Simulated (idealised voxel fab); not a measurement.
process module | voxel trench capacitor
cross-section cut | 260 nm wide | cells 5 nm
A cross-section is a grid of square cells, given in bands from the top down. A band is one or more rows of cells.
Each band's line starts with the height of the band's top and of its bottom, in nm. Then come its materials from left to right, each with its width in nm. One material with "throughout" fills the band from edge to edge. "air" is empty space.
Height 0 is the level under which the wafer as received is all one material. The lowest band goes on downwards, as in "0 down".
A width such as "30 to 40" changes by the same amount from each row of cells to the next, from the band's top row to its bottom row.
"no change" after a step means that no cell of the cross-section changed.
closed voids: empty space of 8 cells or more with no open way to the top, each as width x height at its distance from the left edge, in nm
after a step's settings: what the simulator itself notes on the step
overlay nm, on a step with a mask: how far to the right of its planned place the mask lay; to the left if negative
plan
1 op RECEIVE | material Si
2 op CONFORMAL_DEP | material SiN | thk nm 5
3 op MASKED_ETCH | tone open | mask id TRENCH | width nm 30 | pitch nm 45 | etch materials SiN | depth nm 5 | overlay nm 0
4 op MASKED_ETCH | tone open | mask id TRENCH | width nm 30 | pitch nm 45 | etch materials Si | depth nm 40 | overlay nm 0
5 op CONFORMAL_DEP | material Al2O3 | thk nm 5
6 op CONFORMAL_DEP | material TiN | thk nm 5
7 op FILL_DEP | material W | thk nm 5
8 op CMP | height nm 5
as received, after step 1
  0 down: Si throughout
  closed voids: none
a wafer at the end: this start, this plan, one mistake
  5 to 0: SiN 70 | Al2O3 5 | TiN 5 | SiN 10 | TiN 5 | Al2O3 5 | SiN 15 | Al2O3 5 | TiN 5 | SiN 10 | TiN 5 | Al2O3 5 | SiN 15 | Al2O3 5 | TiN 5 | SiN 10 | TiN 5 | Al2O3 5 | SiN 70
  0 to -30: Si 70 | Al2O3 5 | TiN 5 | SiN 10 | TiN 5 | Al2O3 5 | Si 15 | Al2O3 5 | TiN 5 | SiN 10 | TiN 5 | Al2O3 5 | Si 15 | Al2O3 5 | TiN 5 | SiN 10 | TiN 5 | Al2O3 5 | Si 70
  -30 to -35: Si 70 | Al2O3 5 | TiN 20 | Al2O3 5 | Si 15 | Al2O3 5 | TiN 20 | Al2O3 5 | Si 15 | Al2O3 5 | TiN 20 | Al2O3 5 | Si 70
  -35 to -40: Si 70 | Al2O3 30 | Si 15 | Al2O3 30 | Si 15 | Al2O3 30 | Si 70
  -40 down: Si throughout
  closed voids: none
what went wrong: step 7 ran as: op FILL_DEP | material SiN | thk nm 5
